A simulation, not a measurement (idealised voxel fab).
process module | voxel lift off
cross-section cut | 215 nm wide | cells 5 nm
A cross-section is a grid of square cells, given in bands from the top down. A band is one or more rows of cells.
Each band's line starts with the height of the band's top and of its bottom, in nm. Then come its materials from left to right, each with its width in nm. One material with "throughout" fills the band from edge to edge. "air" is empty space.
Height 0 is the level under which the wafer as received is all one material. The lowest band goes on downwards, as in "0 down".
A width such as "30 to 40" changes by the same amount from each row of cells to the next, from the band's top row to its bottom row.
"no change" after a step means that no cell of the cross-section changed.
closed voids: empty space of 8 cells or more with no open way to the top, each as width x height at its distance from the left edge, in nm
after a step's settings: what the simulator itself notes on the step
overlay nm, on a step with a mask: how far to the right of its planned place the mask lay; to the left if negative
plan
1 op RECEIVE | material Si
2 op CONFORMAL_DEP | material Al2O3 | thk nm 10
3 op PATTERN | tone open | mask id LINES | material resist | width nm 25 | pitch nm 45 | thk nm 25 | overlay nm 0
4 op DIRECTIONAL_DEP | material Ru | thk nm 15
5 op STRIP | etch materials resist
6 op CONFORMAL_DEP | material SiCN | thk nm 5
as received, after step 1
  0 down: Si throughout
  closed voids: none
a wafer at the end: this start, this plan, one mistake
  25 to 20: air 20 | SiCN 35 | air 10 | SiCN 35 | air 10 | SiCN 35 | air 10 | SiCN 35 | air 25
  20 to 15: air 20 | SiCN 5 | Ru 25 | SiCN 5 | air 10 | SiCN 5 | Ru 25 | SiCN 5 | air 10 | SiCN 5 | Ru 25 | SiCN 5 | air 10 | SiCN 5 | Ru 25 | SiCN 5 | air 25
  15 to 10: SiCN 25 | Ru 25 | SiCN 20 | Ru 25 | SiCN 20 | Ru 25 | SiCN 20 | Ru 25 | SiCN 30
  10 to 0: Al2O3 throughout
  0 down: Si throughout
  closed voids: none
what went wrong: step 4 ran as: op DIRECTIONAL_DEP | material Ru | thk nm 10
